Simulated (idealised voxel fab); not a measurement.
Module name: voxel self aligned vias (process module)
Square cells of 5 nm make up the cross-section cut, whose width is 290 nm.
Each cross-section below is a grid of square cells, stated as bands in top-down order, with one or more rows of cells making up each band. Basically the band line says how high the top is and how high the bottom is, in nm, and then what's in it from left to right, every material with its width in nm. Empty space shows up as "empty", and if a single material carries "throughout" it runs the full band edge to edge. Counting heights begins at 0, where everything beneath is, in the wafer as received, one material. The lowest band has no bottom; it goes on downwards, as "0 down" shows. A width given as "30 to 40" starts at the first number in the band's top row and ends at the second number in its bottom row, shifting by an equal amount at every step from row to row. What does "left unchanged" mean for a step? It means no cell of the cross-section changed in that step. Enclosed voids (no open way to top), threshold 8 cells or more, entry "Trapped void list", notation width x height at distance, distance from left edge, nm. Anything after a step's settings on that line? It's the simulator's own note about the step. overlay nm: mask offset rightward from planned place, masked step; negative means leftward offset.
# The steps planned for the process are as follows
1) RECEIVE [material Si]
2) CONFORMAL_DEP [material SiO2] [thk nm 15]
3) CONFORMAL_DEP [material SiCN] [thk nm 5]
4) DIRECTIONAL_DEP [material SiO2] [thk nm 30]
5) PATTERN [tone open] [mask id LINES] [material resist] [width nm 30] [pitch nm 60] [thk nm 20] [overlay nm 0]
6) DIRECTIONAL_ETCH [etch materials SiO2] [depth nm 30]
7) STRIP [etch materials resist]
8) CONFORMAL_DEP [material TiN] [thk nm 5]
9) FILL_DEP [material Ru] [thk nm 5]
10) CMP [height nm 50]
11) SELECTIVE_ETCH [etch materials W Ru TiN] [depth nm 10]
12) FILL_DEP [material SiN] [thk nm 10]
13) CMP [height nm 50]
14) DIRECTIONAL_DEP [material SiO2] [thk nm 20]
15) PATTERN [tone open] [mask id VIAS] [material resist] [width nm 40] [pitch nm 60] [thk nm 20] [overlay nm 0]
16) DIRECTIONAL_ETCH [etch materials SiO2] [depth nm 20]
17) DIRECTIONAL_ETCH [etch materials SiN] [depth nm 10]
18) STRIP [etch materials resist]
19) CONFORMAL_DEP [material TiN] [thk nm 5]
20) FILL_DEP [material Ru] [thk nm 5]
21) CMP [height nm 70]
22) CONFORMAL_DEP [material SiN] [thk nm 5]
# Cross-sectional view of the wafer in its as-received condition, corresponding to the state after step 1
	0 down  Si throughout
	Trapped void list: none
# Here's the wafer cut in cross-section after the module, started and planned just like above, except one thing was done wrong in the run
	75 to 70  SiN throughout
	70 to 45  100 nm SiO2 / 5 nm TiN / 20 nm Ru / 5 nm TiN / 30 nm SiO2 / 5 nm TiN / 20 nm Ru / 5 nm TiN / 100 nm SiO2
	45 to 40  100 nm SiO2 / 30 nm TiN / 30 nm SiO2 / 30 nm TiN / 100 nm SiO2
	40 to 25  100 nm SiO2 / 5 nm TiN / 20 nm Ru / 5 nm TiN / 30 nm SiO2 / 5 nm TiN / 20 nm Ru / 5 nm TiN / 100 nm SiO2
	25 to 20  100 nm SiO2 / 30 nm TiN / 30 nm SiO2 / 30 nm TiN / 100 nm SiO2
	20 to 15  SiCN throughout
	15 to 0  SiO2 throughout
	0 down  Si throughout
	Trapped void list: none
Deviation noted in wafer processing: planned and actual differ for step 15; actual: PATTERN [tone open] [mask id VIAS] [material resist] [width nm 30] [pitch nm 60] [thk nm 20] [overlay nm 0]
